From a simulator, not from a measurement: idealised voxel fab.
process module | voxel tone inversion
cross-section cut | 290 nm wide | cells 5 nm
A cross-section is a grid of square cells, given in bands from the top down. A band is one or more rows of cells.
Each band's line starts with the height of the band's top and of its bottom, in nm. Then come its materials from left to right, each with its width in nm. One material with "throughout" fills the band from edge to edge. "air" is empty space.
Height 0 is the level under which the wafer as received is all one material. The lowest band goes on downwards, as in "0 down".
A width such as "30 to 40" changes by the same amount from each row of cells to the next, from the band's top row to its bottom row.
"no change" after a step means that no cell of the cross-section changed.
closed voids: empty space of 8 cells or more with no open way to the top, each as width x height at its distance from the left edge, in nm
after a step's settings: what the simulator itself notes on the step
overlay nm, on a step with a mask: how far to the right of its planned place the mask lay; to the left if negative
plan
1 op RECEIVE | material Si
2 op CONFORMAL_DEP | material SiCN | thk nm 10
3 op DIRECTIONAL_DEP | material polySi | thk nm 15
4 op PATTERN | tone cover | mask id POSTS | material resist | width nm 20 | pitch nm 50 | thk nm 20 | overlay nm 0
5 op DIRECTIONAL_ETCH | etch materials polySi | depth nm 15
6 op STRIP | etch materials resist
7 op FILL_DEP | material lowk | thk nm 10
8 op CMP | height nm 25
9 op STRIP | etch materials polySi
10 op CONFORMAL_DEP | material TiN | thk nm 5
11 op FILL_DEP | material W | thk nm 10
12 op CMP | height nm 25
13 op CONFORMAL_DEP | material SiN | thk nm 5
as received, after step 1
  0 down: Si throughout
  closed voids: none
a wafer at the end: this start, this plan, one mistake
  30 to 25: SiN throughout
  25 to 15: SiCN throughout
  15 to 0: polySi throughout
  0 down: Si throughout
  closed voids: none
what went wrong: steps 2 and 3 were swapped
